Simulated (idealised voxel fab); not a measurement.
A process module follows: voxel gate over fins.
Section cut is 175 nm wide and gridded with 5 nm square cells.
Heads up, the way a cross-section reads in here is a grid of square cells, handed over as bands from the top down, with every band being one or more rows of cells.
Look at the band entry: it leads with the top's height and the bottom's height in nm. Then it lists the materials left to right, with a width in nm for each. The word "throughout" on a single material says that material fills the band edge to edge. The word "empty" is empty space.
Counting heights begins at 0, where everything beneath is, in the wafer as received, one material. The lowest band has no bottom; it goes on downwards, as "0 -> down" shows.
Width "30..40": first value at the band's top row of cells, second value at its bottom row, equal change from row to row.
Given "same as before" for a step, no cell of the cross-section differs between before and after that step.
Reported under the label "Enclosed empty spaces" are the empty spaces having no open way to the top and comprising 8 cells or more; the notation for each is width x height at distance, in which the distance is measured from the left edge and all three values are in nm.
If you see something after the settings on a step's line, that's the simulator's own remark about that step.
Among the settings permitted on a step's line is "overlay nm"; applied to a step with a mask, it specifies the extent to which the mask lay to the right of its planned position, whereas a negative figure signifies a position to the left.

### The steps planned for the process are as follows
1) RECEIVE,material Si
2) CONFORMAL_DEP,material SiN,thk nm 5
3) DIRECTIONAL_DEP,material aC,thk nm 15
4) PATTERN,tone cover,mask id FINS,material resist,width nm 15,pitch nm 35,thk nm 35,overlay nm 0
5) DIRECTIONAL_ETCH,etch materials aC,depth nm 15
6) STRIP,etch materials resist
7) DIRECTIONAL_ETCH,etch materials SiN,depth nm 5
8) DIRECTIONAL_ETCH,etch materials Si,depth nm 30
9) STRIP,etch materials aC
10) FILL_DEP,material SiO2,thk nm 5
11) CMP,height nm 5
12) SELECTIVE_ETCH,etch materials SiO2,depth nm 20
13) STRIP,etch materials SiN
14) CONFORMAL_DEP,material HfO2,thk nm 5
15) CONFORMAL_DEP,material TiN,thk nm 5
16) FILL_DEP,material W,thk nm 10
17) CMP,height nm 15
18) CONFORMAL_DEP,material SiCN,thk nm 10

### Shown in cross-section is the wafer as received, that is, as it stands after step 1
  0 -> down | Si throughout
  Enclosed empty spaces: none

### Run as planned - first of the two wafers cross-sectioned at the end of the module
  25 -> 15 | SiCN throughout
  15 -> 10 | W throughout
  10 -> 5 | W: 50 / TiN: 70 / W: 55
  5 -> 0 | W: 50 / TiN: 5 / HfO2: 25 / TiN: 10 / HfO2: 25 / TiN: 5 / W: 55
  0 -> -5 | W: 50 / TiN: 5 / HfO2: 5 / Si: 15 / HfO2: 5 / TiN: 10 / HfO2: 5 / Si: 15 / HfO2: 5 / TiN: 5 / W: 55
  -5 -> -10 | TiN: 55 / HfO2: 5 / Si: 15 / HfO2: 5 / TiN: 10 / HfO2: 5 / Si: 15 / HfO2: 5 / TiN: 60
  -10 -> -15 | HfO2: 60 / Si: 15 / HfO2: 20 / Si: 15 / HfO2: 65
  -15 -> -30 | SiO2: 60 / Si: 15 / SiO2: 20 / Si: 15 / SiO2: 65
  -30 -> down | Si throughout
  Enclosed empty spaces: none

### Second wafer cross-section at end of module - shared start and plan with the first, one mistake in the run
  25 -> 15 | SiCN throughout
  15 -> 10 | TiN throughout
  10 -> 5 | HfO2 throughout
  5 -> 0 | SiCN throughout
  0 -> down | Si throughout
  Enclosed empty spaces: none
Against the plan, the run slipped here: rather than as planned, step 2 actually ran as CONFORMAL_DEP,material SiCN,thk nm 5
It is noted that, at the conclusion of processing, the second wafer exhibits a higher or lower cell count for certain materials relative to the first: 12 fewer of HfO2, 174 more of Si, 35 more of SiCN, 87 fewer of SiO2, 12 fewer of TiN, 98 fewer of W
